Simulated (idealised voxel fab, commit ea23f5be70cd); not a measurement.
The process module presented herein is designated voxel ribs on slabs.
For reference, the cross-section in this document is cut, with width 250 nm and square cells of 5 nm.
This document writes a cross-section as a grid whose cells are square, and gives it as bands, listed from the top down; one or more rows of cells form a band. Per band: top height and bottom height in nm, followed by the left-to-right materials and their widths in nm; "edge to edge" marks a single material spanning edge to edge, "blank" marks empty space. Counting heights begins at 0, where everything beneath is, in the wafer as received, one material. The lowest band has no bottom; it goes on downwards, as "0 down" shows. Width: "30->40" (first number = top row, second number = bottom row, same change from row to row of cells). For the purposes of this document, the phrase "no alterations made" attached to a step denotes that no cell within the cross-section was modified by that step. What "Sealed voids" gives you is every empty space of 8 cells or more that is cut off from the top. Each appears as width x height at distance, with the distance taken from the left edge and width, height and distance all in nm. On a step's line, text after the settings is the simulator commenting on that step. "overlay nm" answers the question of how far to the right of plan the mask lay on a step that has a mask, and when it is negative the answer is to the left.

**Here's what the planned process steps look like**
1. RECEIVE (material Si)
2. DIRECTIONAL_DEP (material SiO2; thk nm 20)
3. DIRECTIONAL_DEP (material polySi; thk nm 20)
4. MASKED_ETCH (tone cover; mask id RIB; width nm 20; etch materials polySi; depth nm 5; overlay nm 0)
5. DIRECTIONAL_DEP (material aC; thk nm 10)
6. PATTERN (tone cover; mask id SLAB; material resist; width nm 80; thk nm 30; overlay nm 0)
7. DIRECTIONAL_ETCH (etch materials aC; depth nm 10)
8. STRIP (etch materials resist)
9. DIRECTIONAL_ETCH (etch materials polySi; depth nm 15)
10. STRIP (etch materials aC)
11. FILL_DEP (material SiO2; thk nm 30)
12. CMP (height nm 60)
13. DIRECTIONAL_DEP (material W; thk nm 5)
14. MASKED_ETCH (tone cover; mask id HEATER; width nm 30; etch materials W; depth nm 5; overlay nm 0)
15. CONFORMAL_DEP (material SiN; thk nm 10)

**As-received wafer cross-section (after step 1)**
0 down = Si edge to edge
Sealed voids: none

**Cross-section taken at module completion on the first of two wafers; processed per the plan**
75 to 70 = blank=100 / SiN=50 / blank=100
70 to 65 = SiN edge to edge
65 to 60 = SiN=110 / W=30 / SiN=110
60 to 40 = SiO2 edge to edge
40 to 35 = SiO2=115 / polySi=20 / SiO2=115
35 to 20 = SiO2=85 / polySi=80 / SiO2=85
20 to 0 = SiO2 edge to edge
0 down = Si edge to edge
Sealed voids: none

**Cross-sectional view of the second of two wafers upon completion of the module. This wafer shared its starting condition and process plan with the first; one error was made during its execution**
65 to 60 = blank=110 / W=30 / blank=110
60 to 40 = SiO2 edge to edge
40 to 35 = SiO2=115 / polySi=20 / SiO2=115
35 to 20 = SiO2=85 / polySi=80 / SiO2=85
20 to 0 = SiO2 edge to edge
0 down = Si edge to edge
Sealed voids: none
The plan and the run diverged here: the run left out plan step 15 entirely, so it was never executed
At the finish, the second wafer shows more or fewer cells for some materials than the first does: -104 SiN
